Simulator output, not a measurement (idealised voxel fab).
Name of the process module below: voxel trench capacitor
Xsec cut, 140 nm wide, square cell size 5 nm.
The cross-sections in this document take the form of a grid made of square cells. They are written out as bands, in order from top to bottom. Each band consists of one or more rows of cells.
The entry gives the band's vertical extent as a top height and a bottom height in nm, then its horizontal make-up as materials from left to right, each with a width in nm. "blank" stands for empty space; a single material marked "full width" fills the band edge to edge.
Below 0: as-received wafer, all one material; heights counted from there. Lowest band: no bottom, goes on down, written "0 down".
A two-number width, for instance "30 to 40", indicates that the width is equal to the first number in the top row of the band and to the second number in the bottom row, and that it changes by a constant amount per row of cells.
For the purposes of this document, the phrase "no change occurred" attached to a step denotes that no cell within the cross-section was modified by that step.
Entry "Fully closed voids" = empty spaces >= 8 cells with no open way to the top; each as width x height at distance, distance from left edge, all nm.
Whatever follows a step's settings on its line is a remark the simulator itself makes about that step.
Regarding "overlay nm": on a step with a mask, it is the distance the mask lay to the right of its planned place; a negative value places it to the left.
Every pair from here on: before one process step, after it. The after cross-section reaches only to the lowest band that changed. Below the pair: the step in between and its settings. Pairs can belong to different runs of this module on the same starting wafer; a pair carries on from the pair above only if the entry headed "State before step" says so.

# State before step
> 0 down: Si full width
> Fully closed voids: none

# As Processed
> 10 to 0: SiN full width
> Below a height of 0, the structure has not been altered.
> Fully closed voids: none
The two cross-sections above are separated by a single process step, namely CONFORMAL_DEP [material SiN] [thk nm 10]

State before step: It is represented by the cross-section appearing after the step of the pair directly above.

# As Processed
> 20 to 10: aC full width
> Below a height of 10, the structure has not been altered.
> Fully closed voids: none
The two cross-sections above are separated by a single process step, namely DIRECTIONAL_DEP [material aC] [thk nm 10]

State before step: It is represented by the cross-section appearing after the step of the pair directly above.

# As Processed
> 45 to 20: resist 25 / blank 15 / resist 20 / blank 15 / resist 20 / blank 15 / resist 30
> Below a height of 20, the structure has not been altered.
> Fully closed voids: none
The two cross-sections above are separated by a single process step, namely PATTERN [tone open] [mask id TRENCH] [material resist] [width nm 15] [pitch nm 35] [thk nm 25] [overlay nm 0]

State before step: It is represented by the cross-section appearing after the step of the pair directly above.

# As Processed
> 35 to 20: resist 25 / blank 15 / resist 20 / blank 15 / resist 20 / blank 15 / resist 30
> 20 to 10: aC 25 / blank 15 / aC 20 / blank 15 / aC 20 / blank 15 / aC 30
> Below a height of 10, the structure has not been altered.
> Fully closed voids: none
The two cross-sections above are separated by a single process step, namely DIRECTIONAL_ETCH [etch materials aC] [depth nm 10]

State before step: It is represented by the cross-section appearing after the step of the pair directly above.

# As Processed
> 20 to 10: aC 25 / blank 15 / aC 20 / blank 15 / aC 20 / blank 15 / aC 30
> Below a height of 10, the structure has not been altered.
> Fully closed voids: none
The two cross-sections above are separated by a single process step, namely STRIP [etch materials resist]

State before step: It is represented by the cross-section appearing after the step of the pair directly above.

# As Processed
> 20 to 10: aC 25 / blank 15 / aC 20 / blank 15 / aC 20 / blank 15 / aC 30
> 10 to 0: SiN 25 / blank 15 / SiN 20 / blank 15 / SiN 20 / blank 15 / SiN 30
> Below a height of 0, the structure has not been altered.
> Fully closed voids: none
The two cross-sections above are separated by a single process step, namely DIRECTIONAL_ETCH [etch materials SiN] [depth nm 10]

State before step: It is represented by the cross-section appearing after the step of the pair directly above.

# As Processed
> 20 to 10: aC 25 / blank 15 / aC 20 / blank 15 / aC 20 / blank 15 / aC 30
> 10 to 0: SiN 25 / blank 15 / SiN 20 / blank 15 / SiN 20 / blank 15 / SiN 30
> 0 to -25: Si 25 / blank 15 / Si 20 / blank 15 / Si 20 / blank 15 / Si 30
> Below a height of -25, the structure has not been altered.
> Fully closed voids: none
The two cross-sections above are separated by a single process step, namely DIRECTIONAL_ETCH [etch materials Si] [depth nm 25]

State before step: It is represented by the cross-section appearing after the step of the pair directly above.

# As Processed
> 10 to 0: SiN 25 / blank 15 / SiN 20 / blank 15 / SiN 20 / blank 15 / SiN 30
> Below a height of 0, the structure has not been altered.
> Fully closed voids: none
The two cross-sections above are separated by a single process step, namely STRIP [etch materials aC]

State before step: It is represented by the cross-section appearing after the step of the pair directly above.

# As Processed
> 15 to 10: SiO2 30 / blank 5 / SiO2 30 / blank 5 / SiO2 30 / blank 5 / SiO2 35
> 10 to 0: SiN 25 / SiO2 5 / blank 5 / SiO2 5 / SiN 20 / SiO2 5 / blank 5 / SiO2 5 / SiN 20 / SiO2 5 / blank 5 / SiO2 5 / SiN 30
> 0 to -20: Si 25 / SiO2 5 / blank 5 / SiO2 5 / Si 20 / SiO2 5 / blank 5 / SiO2 5 / Si 20 / SiO2 5 / blank 5 / SiO2 5 / Si 30
> -20 to -25: Si 25 / SiO2 15 / Si 20 / SiO2 15 / Si 20 / SiO2 15 / Si 30
> Below a height of -25, the structure has not been altered.
> Fully closed voids: none
The two cross-sections above are separated by a single process step, namely CONFORMAL_DEP [material SiO2] [thk nm 5]

State before step: It is represented by the cross-section appearing after the step of the pair directly above.

# As Processed
> 25 to 15: polySi full width
> 15 to 10: SiO2 30 / polySi 5 / SiO2 30 / polySi 5 / SiO2 30 / polySi 5 / SiO2 35
> 10 to 0: SiN 25 / SiO2 5 / polySi 5 / SiO2 5 / SiN 20 / SiO2 5 / polySi 5 / SiO2 5 / SiN 20 / SiO2 5 / polySi 5 / SiO2 5 / SiN 30
> 0 to -20: Si 25 / SiO2 5 / polySi 5 / SiO2 5 / Si 20 / SiO2 5 / polySi 5 / SiO2 5 / Si 20 / SiO2 5 / polySi 5 / SiO2 5 / Si 30
> Below a height of -20, the structure has not been altered.
> Fully closed voids: none
The two cross-sections above are separated by a single process step, namely FILL_DEP [material polySi] [thk nm 10]

State before step: It is represented by the cross-section appearing after the step of the pair directly above.

# As Processed
> 10 to 0: SiN 25 / SiO2 5 / polySi 5 / SiO2 5 / SiN 20 / SiO2 5 / polySi 5 / SiO2 5 / SiN 20 / SiO2 5 / polySi 5 / SiO2 5 / SiN 30
> Below a height of 0, the structure has not been altered.
> Fully closed voids: none
The two cross-sections above are separated by a single process step, namely CMP [height nm 10]

# State before step
> 20 to 10: aC 25 / blank 15 / aC 20 / blank 15 / aC 20 / blank 15 / aC 30
> 10 to 0: SiN 25 / blank 15 / SiN 20 / blank 15 / SiN 20 / blank 15 / SiN 30
> 0 to -25: Si 25 / blank 15 / Si 20 / blank 15 / Si 20 / blank 15 / Si 30
> -25 down: Si full width
> Fully closed voids: none

# As Processed
> 20 to 10: aC 25 / blank 15 / aC 20 / blank 15 / aC 20 / blank 15 / aC 30
> 10 to 0: SiN 25 / blank 15 / SiN 20 / blank 15 / SiN 20 / blank 15 / SiN 30
> 0 to -50: Si 25 / blank 15 / Si 20 / blank 15 / Si 20 / blank 15 / Si 30
> Below a height of -50, the structure has not been altered.
> Fully closed voids: none
The two cross-sections above are separated by a single process step, namely DIRECTIONAL_ETCH [etch materials Si] [depth nm 25]

State before step: It is represented by the cross-section appearing after the step of the pair directly above.

# As Processed
> 10 to 0: SiN 25 / blank 15 / SiN 20 / blank 15 / SiN 20 / blank 15 / SiN 30
> Below a height of 0, the structure has not been altered.
> Fully closed voids: none
The two cross-sections above are separated by a single process step, namely STRIP [etch materials aC]

State before step: It is represented by the cross-section appearing after the step of the pair directly above.

# As Processed
> 15 to 10: SiO2 30 / blank 5 / SiO2 30 / blank 5 / SiO2 30 / blank 5 / SiO2 35
> 10 to 0: SiN 25 / SiO2 5 / blank 5 / SiO2 5 / SiN 20 / SiO2 5 / blank 5 / SiO2 5 / SiN 20 / SiO2 5 / blank 5 / SiO2 5 / SiN 30
> 0 to -45: Si 25 / SiO2 5 / blank 5 / SiO2 5 / Si 20 / SiO2 5 / blank 5 / SiO2 5 / Si 20 / SiO2 5 / blank 5 / SiO2 5 / Si 30
> -45 to -50: Si 25 / SiO2 15 / Si 20 / SiO2 15 / Si 20 / SiO2 15 / Si 30
> Below a height of -50, the structure has not been altered.
> Fully closed voids: none
The two cross-sections above are separated by a single process step, namely CONFORMAL_DEP [material SiO2] [thk nm 5]

State before step: It is represented by the cross-section appearing after the step of the pair directly above.

# As Processed
> 25 to 15: polySi full width
> 15 to 10: SiO2 30 / polySi 5 / SiO2 30 / polySi 5 / SiO2 30 / polySi 5 / SiO2 35
> 10 to 0: SiN 25 / SiO2 5 / polySi 5 / SiO2 5 / SiN 20 / SiO2 5 / polySi 5 / SiO2 5 / SiN 20 / SiO2 5 / polySi 5 / SiO2 5 / SiN 30
> 0 to -45: Si 25 / SiO2 5 / polySi 5 / SiO2 5 / Si 20 / SiO2 5 / polySi 5 / SiO2 5 / Si 20 / SiO2 5 / polySi 5 / SiO2 5 / Si 30
> Below a height of -45, the structure has not been altered.
> Fully closed voids: none
The two cross-sections above are separated by a single process step, namely FILL_DEP [material polySi] [thk nm 10]

State before step: It is represented by the cross-section appearing after the step of the pair directly above.

# As Processed
> 10 to 0: SiN 25 / SiO2 5 / polySi 5 / SiO2 5 / SiN 20 / SiO2 5 / polySi 5 / SiO2 5 / SiN 20 / SiO2 5 / polySi 5 / SiO2 5 / SiN 30
> Below a height of 0, the structure has not been altered.
> Fully closed voids: none
The two cross-sections above are separated by a single process step, namely CMP [height nm 10]

# State before step
> 35 to 20: resist 25 / blank 15 / resist 20 / blank 15 / resist 20 / blank 15 / resist 30
> 20 to 10: aC 25 / blank 15 / aC 20 / blank 15 / aC 20 / blank 15 / aC 30
> 10 to 0: SiN full width
> 0 down: Si full width
> Fully closed voids: none

# As Processed
> 35 to 20: resist 25 / blank 15 / resist 20 / blank 15 / resist 20 / blank 15 / resist 30
> 20 to 10: aC 25 / blank 15 / aC 20 / blank 15 / aC 20 / blank 15 / aC 30
> 10 to 0: SiN 25 / blank 15 / SiN 20 / blank 15 / SiN 20 / blank 15 / SiN 30
> Below a height of 0, the structure has not been altered.
> Fully closed voids: none
The two cross-sections above are separated by a single process step, namely DIRECTIONAL_ETCH [etch materials SiN] [depth nm 10]

State before step: It is represented by the cross-section appearing after the step of the pair directly above.

# As Processed
> 20 to 10: aC 25 / blank 15 / aC 20 / blank 15 / aC 20 / blank 15 / aC 30
> Below a height of 10, the structure has not been altered.
> Fully closed voids: none
The two cross-sections above are separated by a single process step, namely STRIP [etch materials resist]

State before step: It is represented by the cross-section appearing after the step of the pair directly above.

# As Processed
> 20 to 10: aC 25 / blank 15 / aC 20 / blank 15 / aC 20 / blank 15 / aC 30
> 10 to 0: SiN 25 / blank 15 / SiN 20 / blank 15 / SiN 20 / blank 15 / SiN 30
> 0 to -20: Si 25 / blank 15 / Si 20 / blank 15 / Si 20 / blank 15 / Si 30
> Below a height of -20, the structure has not been altered.
> Fully closed voids: none
The two cross-sections above are separated by a single process step, namely DIRECTIONAL_ETCH [etch materials Si] [depth nm 20]

State before step: It is represented by the cross-section appearing after the step of the pair directly above.

# As Processed
> 10 to 0: SiN 25 / blank 15 / SiN 20 / blank 15 / SiN 20 / blank 15 / SiN 30
> Below a height of 0, the structure has not been altered.
> Fully closed voids: none
The two cross-sections above are separated by a single process step, namely STRIP [etch materials aC]

State before step: It is represented by the cross-section appearing after the step of the pair directly above.

# As Processed
> 15 to 10: SiO2 30 / blank 5 / SiO2 30 / blank 5 / SiO2 30 / blank 5 / SiO2 35
> 10 to 0: SiN 25 / SiO2 5 / blank 5 / SiO2 5 / SiN 20 / SiO2 5 / blank 5 / SiO2 5 / SiN 20 / SiO2 5 / blank 5 / SiO2 5 / SiN 30
> 0 to -15: Si 25 / SiO2 5 / blank 5 / SiO2 5 / Si 20 / SiO2 5 / blank 5 / SiO2 5 / Si 20 / SiO2 5 / blank 5 / SiO2 5 / Si 30
> -15 to -20: Si 25 / SiO2 15 / Si 20 / SiO2 15 / Si 20 / SiO2 15 / Si 30
> Below a height of -20, the structure has not been altered.
> Fully closed voids: none
The two cross-sections above are separated by a single process step, namely CONFORMAL_DEP [material SiO2] [thk nm 5]

State before step: It is represented by the cross-section appearing after the step of the pair directly above.

# As Processed
> 25 to 15: polySi full width
> 15 to 10: SiO2 30 / polySi 5 / SiO2 30 / polySi 5 / SiO2 30 / polySi 5 / SiO2 35
> 10 to 0: SiN 25 / SiO2 5 / polySi 5 / SiO2 5 / SiN 20 / SiO2 5 / polySi 5 / SiO2 5 / SiN 20 / SiO2 5 / polySi 5 / SiO2 5 / SiN 30
> 0 to -15: Si 25 / SiO2 5 / polySi 5 / SiO2 5 / Si 20 / SiO2 5 / polySi 5 / SiO2 5 / Si 20 / SiO2 5 / polySi 5 / SiO2 5 / Si 30
> Below a height of -15, the structure has not been altered.
> Fully closed voids: none
The two cross-sections above are separated by a single process step, namely FILL_DEP [material polySi] [thk nm 10]

State before step: It is represented by the cross-section appearing after the step of the pair directly above.

# As Processed
> 10 to 0: SiN 25 / SiO2 5 / polySi 5 / SiO2 5 / SiN 20 / SiO2 5 / polySi 5 / SiO2 5 / SiN 20 / SiO2 5 / polySi 5 / SiO2 5 / SiN 30
> Below a height of 0, the structure has not been altered.
> Fully closed voids: none
The two cross-sections above are separated by a single process step, namely CMP [height nm 10]

# State before step
> 20 to 10: aC full width
> 10 to 0: SiN full width
> 0 down: Si full width
> Fully closed voids: none

# As Processed
> 45 to 20: resist 25 / blank 20 / resist 15 / blank 20 / resist 15 / blank 20 / resist 25
> Below a height of 20, the structure has not been altered.
> Fully closed voids: none
The two cross-sections above are separated by a single process step, namely PATTERN [tone open] [mask id TRENCH] [material resist] [width nm 20] [pitch nm 35] [thk nm 25] [overlay nm 0]

State before step: It is represented by the cross-section appearing after the step of the pair directly above.

# As Processed
> 35 to 20: resist 25 / blank 20 / resist 15 / blank 20 / resist 15 / blank 20 / resist 25
> 20 to 10: aC 25 / blank 20 / aC 15 / blank 20 / aC 15 / blank 20 / aC 25
> Below a height of 10, the structure has not been altered.
> Fully closed voids: none
The two cross-sections above are separated by a single process step, namely DIRECTIONAL_ETCH [etch materials aC] [depth nm 10]

State before step: It is represented by the cross-section appearing after the step of the pair directly above.

# As Processed
> 20 to 10: aC 25 / blank 20 / aC 15 / blank 20 / aC 15 / blank 20 / aC 25
> Below a height of 10, the structure has not been altered.
> Fully closed voids: none
The two cross-sections above are separated by a single process step, namely STRIP [etch materials resist]

State before step: It is represented by the cross-section appearing after the step of the pair directly above.

# As Processed
> 20 to 10: aC 25 / blank 20 / aC 15 / blank 20 / aC 15 / blank 20 / aC 25
> 10 to 0: SiN 25 / blank 20 / SiN 15 / blank 20 / SiN 15 / blank 20 / SiN 25
> Below a height of 0, the structure has not been altered.
> Fully closed voids: none
The two cross-sections above are separated by a single process step, namely DIRECTIONAL_ETCH [etch materials SiN] [depth nm 10]

State before step: It is represented by the cross-section appearing after the step of the pair directly above.

# As Processed
> 20 to 10: aC 25 / blank 20 / aC 15 / blank 20 / aC 15 / blank 20 / aC 25
> 10 to 0: SiN 25 / blank 20 / SiN 15 / blank 20 / SiN 15 / blank 20 / SiN 25
> 0 to -25: Si 25 / blank 20 / Si 15 / blank 20 / Si 15 / blank 20 / Si 25
> Below a height of -25, the structure has not been altered.
> Fully closed voids: none
The two cross-sections above are separated by a single process step, namely DIRECTIONAL_ETCH [etch materials Si] [depth nm 25]

State before step: It is represented by the cross-section appearing after the step of the pair directly above.

# As Processed
> 10 to 0: SiN 25 / blank 20 / SiN 15 / blank 20 / SiN 15 / blank 20 / SiN 25
> Below a height of 0, the structure has not been altered.
> Fully closed voids: none
The two cross-sections above are separated by a single process step, namely STRIP [etch materials aC]

State before step: It is represented by the cross-section appearing after the step of the pair directly above.

# As Processed
> 15 to 10: SiO2 30 / blank 10 / SiO2 25 / blank 10 / SiO2 25 / blank 10 / SiO2 30
> 10 to 0: SiN 25 / SiO2 5 / blank 10 / SiO2 5 / SiN 15 / SiO2 5 / blank 10 / SiO2 5 / SiN 15 / SiO2 5 / blank 10 / SiO2 5 / SiN 25
> 0 to -20: Si 25 / SiO2 5 / blank 10 / SiO2 5 / Si 15 / SiO2 5 / blank 10 / SiO2 5 / Si 15 / SiO2 5 / blank 10 / SiO2 5 / Si 25
> -20 to -25: Si 25 / SiO2 20 / Si 15 / SiO2 20 / Si 15 / SiO2 20 / Si 25
> Below a height of -25, the structure has not been altered.
> Fully closed voids: none
The two cross-sections above are separated by a single process step, namely CONFORMAL_DEP [material SiO2] [thk nm 5]

State before step: It is represented by the cross-section appearing after the step of the pair directly above.

# As Processed
> 25 to 15: polySi full width
> 15 to 10: SiO2 30 / polySi 10 / SiO2 25 / polySi 10 / SiO2 25 / polySi 10 / SiO2 30
> 10 to 0: SiN 25 / SiO2 5 / polySi 10 / SiO2 5 / SiN 15 / SiO2 5 / polySi 10 / SiO2 5 / SiN 15 / SiO2 5 / polySi 10 / SiO2 5 / SiN 25
> 0 to -20: Si 25 / SiO2 5 / polySi 10 / SiO2 5 / Si 15 / SiO2 5 / polySi 10 / SiO2 5 / Si 15 / SiO2 5 / polySi 10 / SiO2 5 / Si 25
> Below a height of -20, the structure has not been altered.
> Fully closed voids: none
The two cross-sections above are separated by a single process step, namely FILL_DEP [material polySi] [thk nm 10]

State before step: It is represented by the cross-section appearing after the step of the pair directly above.

# As Processed
> 10 to 0: SiN 25 / SiO2 5 / polySi 10 / SiO2 5 / SiN 15 / SiO2 5 / polySi 10 / SiO2 5 / SiN 15 / SiO2 5 / polySi 10 / SiO2 5 / SiN 25
> Below a height of 0, the structure has not been altered.
> Fully closed voids: none
The two cross-sections above are separated by a single process step, namely CMP [height nm 10]

# State before step
> 20 to 10: aC full width
> 10 to 0: SiN full width
> 0 down: Si full width
> Fully closed voids: none

# As Processed
> 45 to 20: resist 15 / blank 15 / resist 20 / blank 15 / resist 20 / blank 15 / resist 40
> Below a height of 20, the structure has not been altered.
> Fully closed voids: none
The two cross-sections above are separated by a single process step, namely PATTERN [tone open] [mask id TRENCH] [material resist] [width nm 15] [pitch nm 35] [thk nm 25] [overlay nm -10]

State before step: It is represented by the cross-section appearing after the step of the pair directly above.

# As Processed
> 35 to 20: resist 15 / blank 15 / resist 20 / blank 15 / resist 20 / blank 15 / resist 40
> 20 to 10: aC 15 / blank 15 / aC 20 / blank 15 / aC 20 / blank 15 / aC 40
> Below a height of 10, the structure has not been altered.
> Fully closed voids: none
The two cross-sections above are separated by a single process step, namely DIRECTIONAL_ETCH [etch materials aC] [depth nm 10]

State before step: It is represented by the cross-section appearing after the step of the pair directly above.

# As Processed
> 20 to 10: aC 15 / blank 15 / aC 20 / blank 15 / aC 20 / blank 15 / aC 40
> Below a height of 10, the structure has not been altered.
> Fully closed voids: none
The two cross-sections above are separated by a single process step, namely STRIP [etch materials resist]

State before step: It is represented by the cross-section appearing after the step of the pair directly above.

# As Processed
> 20 to 10: aC 15 / blank 15 / aC 20 / blank 15 / aC 20 / blank 15 / aC 40
> 10 to 0: SiN 15 / blank 15 / SiN 20 / blank 15 / SiN 20 / blank 15 / SiN 40
> Below a height of 0, the structure has not been altered.
> Fully closed voids: none
The two cross-sections above are separated by a single process step, namely DIRECTIONAL_ETCH [etch materials SiN] [depth nm 10]

State before step: It is represented by the cross-section appearing after the step of the pair directly above.

# As Processed
> 20 to 10: aC 15 / blank 15 / aC 20 / blank 15 / aC 20 / blank 15 / aC 40
> 10 to 0: SiN 15 / blank 15 / SiN 20 / blank 15 / SiN 20 / blank 15 / SiN 40
> 0 to -25: Si 15 / blank 15 / Si 20 / blank 15 / Si 20 / blank 15 / Si 40
> Below a height of -25, the structure has not been altered.
> Fully closed voids: none
The two cross-sections above are separated by a single process step, namely DIRECTIONAL_ETCH [etch materials Si] [depth nm 25]

State before step: It is represented by the cross-section appearing after the step of the pair directly above.

# As Processed
> 10 to 0: SiN 15 / blank 15 / SiN 20 / blank 15 / SiN 20 / blank 15 / SiN 40
> Below a height of 0, the structure has not been altered.
> Fully closed voids: none
The two cross-sections above are separated by a single process step, namely STRIP [etch materials aC]

State before step: It is represented by the cross-section appearing after the step of the pair directly above.

# As Processed
> 15 to 10: SiO2 20 / blank 5 / SiO2 30 / blank 5 / SiO2 30 / blank 5 / SiO2 45
> 10 to 0: SiN 15 / SiO2 5 / blank 5 / SiO2 5 / SiN 20 / SiO2 5 / blank 5 / SiO2 5 / SiN 20 / SiO2 5 / blank 5 / SiO2 5 / SiN 40
> 0 to -20: Si 15 / SiO2 5 / blank 5 / SiO2 5 / Si 20 / SiO2 5 / blank 5 / SiO2 5 / Si 20 / SiO2 5 / blank 5 / SiO2 5 / Si 40
> -20 to -25: Si 15 / SiO2 15 / Si 20 / SiO2 15 / Si 20 / SiO2 15 / Si 40
> Below a height of -25, the structure has not been altered.
> Fully closed voids: none
The two cross-sections above are separated by a single process step, namely CONFORMAL_DEP [material SiO2] [thk nm 5]

State before step: It is represented by the cross-section appearing after the step of the pair directly above.

# As Processed
> 25 to 15: polySi full width
> 15 to 10: SiO2 20 / polySi 5 / SiO2 30 / polySi 5 / SiO2 30 / polySi 5 / SiO2 45
> 10 to 0: SiN 15 / SiO2 5 / polySi 5 / SiO2 5 / SiN 20 / SiO2 5 / polySi 5 / SiO2 5 / SiN 20 / SiO2 5 / polySi 5 / SiO2 5 / SiN 40
> 0 to -20: Si 15 / SiO2 5 / polySi 5 / SiO2 5 / Si 20 / SiO2 5 / polySi 5 / SiO2 5 / Si 20 / SiO2 5 / polySi 5 / SiO2 5 / Si 40
> Below a height of -20, the structure has not been altered.
> Fully closed voids: none
The two cross-sections above are separated by a single process step, namely FILL_DEP [material polySi] [thk nm 10]

State before step: It is represented by the cross-section appearing after the step of the pair directly above.

# As Processed
> 10 to 0: SiN 15 / SiO2 5 / polySi 5 / SiO2 5 / SiN 20 / SiO2 5 / polySi 5 / SiO2 5 / SiN 20 / SiO2 5 / polySi 5 / SiO2 5 / SiN 40
> Below a height of 0, the structure has not been altered.
> Fully closed voids: none
The two cross-sections above are separated by a single process step, namely CMP [height nm 10]

# State before step
> 10 to 0: SiN 25 / blank 15 / SiN 20 / blank 15 / SiN 20 / blank 15 / SiN 30
> 0 to -25: Si 25 / blank 15 / Si 20 / blank 15 / Si 20 / blank 15 / Si 30
> -25 down: Si full width
> Fully closed voids: none

# As Processed
> 15 to 0: SiN 30 / blank 5 / SiN 30 / blank 5 / SiN 30 / blank 5 / SiN 35
> 0 to -20: Si 25 / SiN 5 / blank 5 / SiN 5 / Si 20 / SiN 5 / blank 5 / SiN 5 / Si 20 / SiN 5 / blank 5 / SiN 5 / Si 30
> -20 to -25: Si 25 / SiN 15 / Si 20 / SiN 15 / Si 20 / SiN 15 / Si 30
> Below a height of -25, the structure has not been altered.
> Fully closed voids: none
The two cross-sections above are separated by a single process step, namely CONFORMAL_DEP [material SiN] [thk nm 5]

State before step: It is represented by the cross-section appearing after the step of the pair directly above.

# As Processed
> 25 to 15: polySi full width
> 15 to 0: SiN 30 / polySi 5 / SiN 30 / polySi 5 / SiN 30 / polySi 5 / SiN 35
> 0 to -20: Si 25 / SiN 5 / polySi 5 / SiN 5 / Si 20 / SiN 5 / polySi 5 / SiN 5 / Si 20 / SiN 5 / polySi 5 / SiN 5 / Si 30
> Below a height of -20, the structure has not been altered.
> Fully closed voids: none
The two cross-sections above are separated by a single process step, namely FILL_DEP [material polySi] [thk nm 10]

State before step: It is represented by the cross-section appearing after the step of the pair directly above.

# As Processed
> 10 to 0: SiN 30 / polySi 5 / SiN 30 / polySi 5 / SiN 30 / polySi 5 / SiN 35
> Below a height of 0, the structure has not been altered.
> Fully closed voids: none
The two cross-sections above are separated by a single process step, namely CMP [height nm 10]

# State before step
> 20 to 10: aC full width
> 10 to 0: SiN full width
> 0 down: Si full width
> Fully closed voids: none

# As Processed
> 45 to 20: blank 25 / resist 15 / blank 20 / resist 15 / blank 20 / resist 15 / blank 30
> Below a height of 20, the structure has not been altered.
> Fully closed voids: none
The two cross-sections above are separated by a single process step, namely PATTERN [tone cover] [mask id TRENCH] [material resist] [width nm 15] [pitch nm 35] [thk nm 25] [overlay nm 0]

State before step: It is represented by the cross-section appearing after the step of the pair directly above.

# As Processed
> 35 to 20: blank 25 / resist 15 / blank 20 / resist 15 / blank 20 / resist 15 / blank 30
> 20 to 10: blank 25 / aC 15 / blank 20 / aC 15 / blank 20 / aC 15 / blank 30
> Below a height of 10, the structure has not been altered.
> Fully closed voids: none
The two cross-sections above are separated by a single process step, namely DIRECTIONAL_ETCH [etch materials aC] [depth nm 10]

State before step: It is represented by the cross-section appearing after the step of the pair directly above.

# As Processed
> 20 to 10: blank 25 / aC 15 / blank 20 / aC 15 / blank 20 / aC 15 / blank 30
> Below a height of 10, the structure has not been altered.
> Fully closed voids: none
The two cross-sections above are separated by a single process step, namely STRIP [etch materials resist]

State before step: It is represented by the cross-section appearing after the step of the pair directly above.

# As Processed
> 20 to 10: blank 25 / aC 15 / blank 20 / aC 15 / blank 20 / aC 15 / blank 30
> 10 to 0: blank 25 / SiN 15 / blank 20 / SiN 15 / blank 20 / SiN 15 / blank 30
> Below a height of 0, the structure has not been altered.
> Fully closed voids: none
The two cross-sections above are separated by a single process step, namely DIRECTIONAL_ETCH [etch materials SiN] [depth nm 10]

State before step: It is represented by the cross-section appearing after the step of the pair directly above.

# As Processed
> 20 to 10: blank 25 / aC 15 / blank 20 / aC 15 / blank 20 / aC 15 / blank 30
> 10 to 0: blank 25 / SiN 15 / blank 20 / SiN 15 / blank 20 / SiN 15 / blank 30
> 0 to -25: blank 25 / Si 15 / blank 20 / Si 15 / blank 20 / Si 15 / blank 30
> Below a height of -25, the structure has not been altered.
> Fully closed voids: none
The two cross-sections above are separated by a single process step, namely DIRECTIONAL_ETCH [etch materials Si] [depth nm 25]

State before step: It is represented by the cross-section appearing after the step of the pair directly above.

# As Processed
> 10 to 0: blank 25 / SiN 15 / blank 20 / SiN 15 / blank 20 / SiN 15 / blank 30
> Below a height of 0, the structure has not been altered.
> Fully closed voids: none
The two cross-sections above are separated by a single process step, namely STRIP [etch materials aC]

State before step: It is represented by the cross-section appearing after the step of the pair directly above.

# As Processed
> 15 to 10: blank 20 / SiO2 25 / blank 10 / SiO2 25 / blank 10 / SiO2 25 / blank 25
> 10 to 0: blank 20 / SiO2 5 / SiN 15 / SiO2 5 / blank 10 / SiO2 5 / SiN 15 / SiO2 5 / blank 10 / SiO2 5 / SiN 15 / SiO2 5 / blank 25
> 0 to -20: blank 20 / SiO2 5 / Si 15 / SiO2 5 / blank 10 / SiO2 5 / Si 15 / SiO2 5 / blank 10 / SiO2 5 / Si 15 / SiO2 5 / blank 25
> -20 to -25: SiO2 25 / Si 15 / SiO2 20 / Si 15 / SiO2 20 / Si 15 / SiO2 30
> Below a height of -25, the structure has not been altered.
> Fully closed voids: none
The two cross-sections above are separated by a single process step, namely CONFORMAL_DEP [material SiO2] [thk nm 5]

State before step: It is represented by the cross-section appearing after the step of the pair directly above.

# As Processed
> 25 to 15: polySi full width
> 15 to 10: polySi 20 / SiO2 25 / polySi 10 / SiO2 25 / polySi 10 / SiO2 25 / polySi 25
> 10 to 0: polySi 20 / SiO2 5 / SiN 15 / SiO2 5 / polySi 10 / SiO2 5 / SiN 15 / SiO2 5 / polySi 10 / SiO2 5 / SiN 15 / SiO2 5 / polySi 25
> 0 to -20: polySi 20 / SiO2 5 / Si 15 / SiO2 5 / polySi 10 / SiO2 5 / Si 15 / SiO2 5 / polySi 10 / SiO2 5 / Si 15 / SiO2 5 / polySi 25
> Below a height of -20, the structure has not been altered.
> Fully closed voids: none
The two cross-sections above are separated by a single process step, namely FILL_DEP [material polySi] [thk nm 10]

State before step: It is represented by the cross-section appearing after the step of the pair directly above.

# As Processed
> 10 to 0: polySi 20 / SiO2 5 / SiN 15 / SiO2 5 / polySi 10 / SiO2 5 / SiN 15 / SiO2 5 / polySi 10 / SiO2 5 / SiN 15 / SiO2 5 / polySi 25
> Below a height of 0, the structure has not been altered.
> Fully closed voids: none
The two cross-sections above are separated by a single process step, namely CMP [height nm 10]
